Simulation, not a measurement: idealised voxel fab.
You're looking at the process module voxel transistor to metal.
Cross-sectional view cut (width: 155 nm; square cell size: 5 nm).
If you're reading a cross-section in this doc, picture square cells in a grid; it comes to you as bands, top ones listed first down to the bottom, and a band can be one or more rows of cells.
Quick guide to a band line: top height, bottom height (nm) up front; then every material left to right with its width in nm. Only one material and it's marked "everywhere"? Then it fills the band edge to edge. And "blank" just means empty space.
Heights are reckoned from 0. Under this level, the received wafer is all of one material. The bottommost band is open-ended downward, for example "0 down".
Width "30..40": first value at the band's top row of cells, second value at its bottom row, equal change from row to row.
The cross-section has no changed cell in any step marked "nothing was modified".
"Cavities, closed" - sealed voids, min. 8 cells, no opening to top; format: width x height at distance (distance from left edge; nm throughout).
Post-settings text on a step line: simulator's own remark regarding the step.
overlay nm: mask right of planned place by this much (step with mask). Neg. = left.

[Listed below are the process steps as planned]
1) op RECEIVE | material Si
2) op CONFORMAL_DEP | material SiO2 | thk nm 5
3) op CONFORMAL_DEP | material SiN | thk nm 15
4) op DIRECTIONAL_DEP | material aC | thk nm 10
5) op PATTERN | tone cover | mask id ACTIVE | material resist | width nm 95 | thk nm 30 | overlay nm 0
6) op DIRECTIONAL_ETCH | etch materials aC | depth nm 10
7) op STRIP | etch materials resist
8) op DIRECTIONAL_ETCH | etch materials SiN | depth nm 15
9) op DIRECTIONAL_ETCH | etch materials SiO2 | depth nm 5
10) op DIRECTIONAL_ETCH | etch materials Si | depth nm 20
11) op STRIP | etch materials aC
12) op FILL_DEP | material SiO2 | thk nm 10
13) op CMP | height nm 20
14) op SELECTIVE_ETCH | etch materials SiO2 | depth nm 10
15) op STRIP | etch materials SiN
16) op SELECTIVE_ETCH | etch materials SiO2 | depth nm 5
17) op OXIDIZE | depth nm 5
18) op DIRECTIONAL_DEP | material polySi | thk nm 25
19) op DIRECTIONAL_DEP | material SiCN | thk nm 15
20) op DIRECTIONAL_DEP | material aC | thk nm 15
21) op PATTERN | tone cover | mask id GATE | material resist | width nm 15 | thk nm 35 | overlay nm 0
22) op DIRECTIONAL_ETCH | etch materials aC | depth nm 15
23) op STRIP | etch materials resist
24) op DIRECTIONAL_ETCH | etch materials SiCN | depth nm 25
25) op DIRECTIONAL_ETCH | etch materials polySi | depth nm 35
26) op STRIP | etch materials aC
27) op CONFORMAL_DEP | material SiO2 | thk nm 5
28) op DIRECTIONAL_ETCH | etch materials SiO2 | depth nm 5
29) op CONFORMAL_DEP | material SiN | thk nm 10
30) op DIRECTIONAL_ETCH | etch materials SiN | depth nm 10
31) op DIRECTIONAL_ETCH | etch materials SiO2 | depth nm 5
32) op DIRECTIONAL_ETCH | etch materials Si | depth nm 10
33) op EPI | material SiGe | thk nm 10
34) op FILL_DEP | material SiO2 | thk nm 10
35) op CMP | height nm 40
36) op DIRECTIONAL_DEP | material SiO2 | thk nm 10
37) op DIRECTIONAL_DEP | material aC | thk nm 15
38) op PATTERN | tone open | mask id CONTACT | material resist | width nm 30 | pitch nm 55 | thk nm 30 | overlay nm 0
39) op DIRECTIONAL_ETCH | etch materials aC | depth nm 15
40) op STRIP | etch materials resist
41) op DIRECTIONAL_ETCH | etch materials SiO2 | depth nm 45
42) op STRIP | etch materials aC
43) op CONFORMAL_DEP | material TiN | thk nm 5
44) op FILL_DEP | material Ru | thk nm 10
45) op CMP | height nm 50
46) op DIRECTIONAL_DEP | material TiN | thk nm 5
47) op DIRECTIONAL_DEP | material W | thk nm 20
48) op MASKED_ETCH | tone cover | mask id METAL_1 | width nm 15 | pitch nm 65 | etch materials W | depth nm 20 | overlay nm 0
49) op MASKED_ETCH | tone cover | mask id METAL_1 | width nm 20 | pitch nm 65 | etch materials TiN | depth nm 5 | overlay nm 0
50) op FILL_DEP | material SiO2 | thk nm 10
51) op CMP | height nm 75
52) op CONFORMAL_DEP | material SiN | thk nm 5
Be aware that, although all wafers share a common starting state, the width nm at step 48 differs among them, and the plan displays the first wafer's value.

[Cross-section of the first incoming wafer of several, state after step 1]
  0 down: Si everywhere
  Cavities, closed: none

[Here's the first of several wafers in cross-section, end of the module, after the last step, step 52]
  80 to 75: SiN everywhere
  75 to 55: SiO2 (40)  W (15)  SiO2 (50)  W (15)  SiO2 (35)
  55 to 50: SiO2 (35)  TiN (20)  SiO2 (45)  TiN (20)  SiO2 (35)
  50 to 40: SiO2 (35)  TiN (5)  Ru (20..10)  TiN (5..15)  SiO2 (25)  TiN (5..15)  Ru (20..10)  TiN (5)  SiO2 (35)
  40 to 25: SiO2 (35)  TiN (5)  Ru (10)  TiN (5)  SiN (10)  SiO2 (5)  SiCN (15)  SiO2 (5)  SiN (10)  TiN (5)  Ru (10)  TiN (5)  SiO2 (35)
  25 to 10: SiO2 (35)  TiN (5)  Ru (10)  TiN (5)  SiN (10)  SiO2 (5)  polySi (15)  SiO2 (5)  SiN (10)  TiN (5)  Ru (10)  TiN (5)  SiO2 (35)
  10 to 5: SiO2 (35)  TiN (20)  SiN (10)  SiO2 (5)  polySi (15)  SiO2 (5)  SiN (10)  TiN (20)  SiO2 (35)
  5 to 0: SiO2 (30)  SiN (10)  SiGe (15)  SiN (10)  SiO2 (5)  polySi (15)  SiO2 (5)  SiN (10)  SiGe (15)  SiN (10)  SiO2 (30)
  0 to -5: SiO2 (40)  SiGe (15)  SiO2 (45)  SiGe (15)  SiO2 (40)
  -5 to -15: SiO2 (30)  Si (10)  SiGe (15)  Si (45)  SiGe (15)  Si (10)  SiO2 (30)
  -15 to -20: SiO2 (30)  Si (95)  SiO2 (30)
  -20 down: Si everywhere
  Cavities, closed: none

[X-section, last wafer, module end]
  80 to 75: SiN everywhere
  75 to 55: SiO2 (30)  W (35)  SiO2 (30)  W (35)  SiO2 (25)
  55 to 50: SiO2 (30)  TiN (35)  SiO2 (30)  TiN (35)  SiO2 (25)
  50 to 40: SiO2 (35)  TiN (5)  Ru (20..10)  TiN (5..15)  SiO2 (25)  TiN (5..15)  Ru (20..10)  TiN (5)  SiO2 (35)
  40 to 25: SiO2 (35)  TiN (5)  Ru (10)  TiN (5)  SiN (10)  SiO2 (5)  SiCN (15)  SiO2 (5)  SiN (10)  TiN (5)  Ru (10)  TiN (5)  SiO2 (35)
  25 to 10: SiO2 (35)  TiN (5)  Ru (10)  TiN (5)  SiN (10)  SiO2 (5)  polySi (15)  SiO2 (5)  SiN (10)  TiN (5)  Ru (10)  TiN (5)  SiO2 (35)
  10 to 5: SiO2 (35)  TiN (20)  SiN (10)  SiO2 (5)  polySi (15)  SiO2 (5)  SiN (10)  TiN (20)  SiO2 (35)
  5 to 0: SiO2 (30)  SiN (10)  SiGe (15)  SiN (10)  SiO2 (5)  polySi (15)  SiO2 (5)  SiN (10)  SiGe (15)  SiN (10)  SiO2 (30)
  0 to -5: SiO2 (40)  SiGe (15)  SiO2 (45)  SiGe (15)  SiO2 (40)
  -5 to -15: SiO2 (30)  Si (10)  SiGe (15)  Si (45)  SiGe (15)  Si (10)  SiO2 (30)
  -15 to -20: SiO2 (30)  Si (95)  SiO2 (30)
  -20 down: Si everywhere
  Cavities, closed: none

[The table below has one row for each wafer; a row shows, as of the end of the module, how many cells of each material the wafer has gained, marked (+), or lost, marked (-), since it was received, and then the wafer's closed voids]
width nm 15, +36 Ru, -79 Si, +9 SiCN, +24 SiGe, +67 SiN, +348 SiO2, +52 TiN, +24 W, +15 polySi, Cavities, closed: none
width nm 20, +36 Ru, -79 Si, +9 SiCN, +24 SiGe, +67 SiN, +340 SiO2, +52 TiN, +32 W, +15 polySi, Cavities, closed: none
width nm 25, +36 Ru, -79 Si, +9 SiCN, +24 SiGe, +67 SiN, +330 SiO2, +54 TiN, +40 W, +15 polySi, Cavities, closed: none
width nm 30, +36 Ru, -79 Si, +9 SiCN, +24 SiGe, +67 SiN, +320 SiO2, +56 TiN, +48 W, +15 polySi, Cavities, closed: none
width nm 35, +36 Ru, -79 Si, +9 SiCN, +24 SiGe, +67 SiN, +310 SiO2, +58 TiN, +56 W, +15 polySi, Cavities, closed: none
